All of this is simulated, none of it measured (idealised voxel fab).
process module | voxel released beams
cross-section cut | 185 nm wide | cells 5 nm
A cross-section is a grid of square cells, given in bands from the top down. A band is one or more rows of cells.
Each band's line starts with the height of the band's top and of its bottom, in nm. Then come its materials from left to right, each with its width in nm. One material with "throughout" fills the band from edge to edge. "air" is empty space.
Height 0 is the level under which the wafer as received is all one material. The lowest band goes on downwards, as in "0 down".
A width such as "30 to 40" changes by the same amount from each row of cells to the next, from the band's top row to its bottom row.
"no change" after a step means that no cell of the cross-section changed.
closed voids: empty space of 8 cells or more with no open way to the top, each as width x height at its distance from the left edge, in nm
after a step's settings: what the simulator itself notes on the step
overlay nm, on a step with a mask: how far to the right of its planned place the mask lay; to the left if negative
plan
1 op RECEIVE | material Si
2 op CONFORMAL_DEP | material SiN | thk nm 5
3 op DIRECTIONAL_DEP | material SiO2 | thk nm 20
4 op MASKED_ETCH | tone open | mask id ANCHOR | width nm 35 | etch materials SiO2 | depth nm 20 | overlay nm 0
5 op CONFORMAL_DEP | material W | thk nm 10
6 op PATTERN | tone cover | mask id BEAM | material resist | width nm 105 | thk nm 20 | overlay nm 0
7 op DIRECTIONAL_ETCH | etch materials W | depth nm 10
8 op STRIP | etch materials resist
9 op STRIP | etch materials SiO2
first wafer, as planned
as received, after step 1
  0 down: Si throughout
  closed voids: none
after step 2
  5 to 0: SiN throughout
  below 0: unchanged
after step 3
  25 to 5: SiO2 throughout
  below 5: unchanged
after step 4
  25 to 5: SiO2 40 | air 35 | SiO2 110
  below 5: unchanged
after step 5
  35 to 25: W 50 | air 15 | W 120
  25 to 15: SiO2 40 | W 10 | air 15 | W 10 | SiO2 110
  15 to 5: SiO2 40 | W 35 | SiO2 110
  below 5: unchanged
after step 6
  55 to 35: air 35 | resist 105 | air 45
  35 to 25: W 50 | resist 15 | W 120
  25 to 15: SiO2 40 | W 10 | resist 15 | W 10 | SiO2 110
  below 15: unchanged
after step 7
  55 to 35: air 35 | resist 105 | air 45
  35 to 25: air 35 | W 15 | resist 15 | W 75 | air 45
  below 25: unchanged
after step 8
  35 to 25: air 35 | W 15 | air 15 | W 75 | air 45
  25 to 15: SiO2 40 | W 10 | air 15 | W 10 | SiO2 110
  below 15: unchanged
after step 9
  35 to 25: air 35 | W 15 | air 15 | W 75 | air 45
  25 to 15: air 40 | W 10 | air 15 | W 10 | air 110
  15 to 5: air 40 | W 35 | air 110
  below 5: unchanged
second wafer: like start, like plan, one mistake. Through step 2 it matches the first wafer
when step 3 should have ended: no change
when step 4 should have ended: no change
when step 5 should have ended
  15 to 5: W throughout
  below 5: unchanged
when step 6 should have ended
  35 to 15: air 35 | resist 105 | air 45
  below 15: unchanged
when step 7 should have ended
  35 to 15: air 35 | resist 105 | air 45
  15 to 5: air 35 | W 105 | air 45
  below 5: unchanged
when step 8 should have ended
  15 to 5: air 35 | W 105 | air 45
  below 5: unchanged
when step 9 should have ended: no change
what went wrong: step 3 was left out
at the end the second wafer has, in cells: 16 fewer of W
